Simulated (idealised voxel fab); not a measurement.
Process module in this document: voxel spacer lines
Square cells of 5 nm make up the cross-section cut, whose width is 205 nm.
Think of the cross-section as a grid of square cells. We describe it in bands, top to bottom, and each band covers one or more rows of those cells. Quick guide to a band line: top height, bottom height (nm) up front; then every material left to right with its width in nm. Only one material and it's marked "all across"? Then it fills the band edge to edge. And "blank" just means empty space. It should be noted that heights are counted from 0, beneath which the wafer as supplied is of one material throughout, and that the lowest band possesses no lower boundary but continues downward, as written in "z 0 and below". A width given as "30..40" starts at the first number in the band's top row and ends at the second number in its bottom row, shifting by an equal amount at every step from row to row. For the purposes of this document, the phrase "nothing different" attached to a step denotes that no cell within the cross-section was modified by that step. The entry titled "Enclosed void inventory" provides the empty spaces that have no open way to the top, restricted to those of 8 cells or more. Each is presented as width x height at distance, the distance being measured from the left edge, with all three in nm. Whatever follows a step's settings on its line is a remark the simulator itself makes about that step. If you see "overlay nm" on a step's line and that step has a mask, it's telling you how far right of where it was planned the mask ended up; a negative number means it went left instead.
**Steps in the process plan**
1,RECEIVE,material Si
2,CONFORMAL_DEP,material Al2O3,thk nm 10
3,DIRECTIONAL_DEP,material SiN,thk nm 20
4,DIRECTIONAL_DEP,material polySi,thk nm 20
5,PATTERN,tone cover,mask id MANDREL,material resist,width nm 20,pitch nm 70,thk nm 30,overlay nm 0
6,DIRECTIONAL_ETCH,etch materials polySi,depth nm 20
7,STRIP,etch materials resist
8,CONFORMAL_DEP,material SiO2,thk nm 15
9,DIRECTIONAL_ETCH,etch materials SiO2,depth nm 15
10,STRIP,etch materials polySi
11,DIRECTIONAL_ETCH,etch materials SiN,depth nm 20
12,STRIP,etch materials SiO2
**Cross-section of the incoming wafer, state after step 1**
  z 0 and below | Si all across
  Enclosed void inventory: none
**Run as planned - first of the two wafers cross-sectioned at the end of the module**
  z 30 to 10 | blank: 5, SiN: 15, blank: 20, SiN: 15, blank: 20, SiN: 15, blank: 20, SiN: 15, blank: 20, SiN: 15, blank: 20, SiN: 15, blank: 10
  z 10 to 0 | Al2O3 all across
  z 0 and below | Si all across
  Enclosed void inventory: none
**Here is the second of the two wafers cut open at the end of the module - same start, same plan as the first one, but we made one mistake running it**
  z 50 to 30 | Al2O3 all across
  z 30 to 10 | SiN all across
  z 10 to 0 | Al2O3 all across
  z 0 and below | Si all across
  Enclosed void inventory: none
Heads up, the wafer didn't run the way we planned it: off-plan run, step 4, actual operation and settings DIRECTIONAL_DEP,material Al2O3,thk nm 20
Final wafer comparison in cells, second versus first, more or fewer per material: +164 Al2O3; +92 SiN
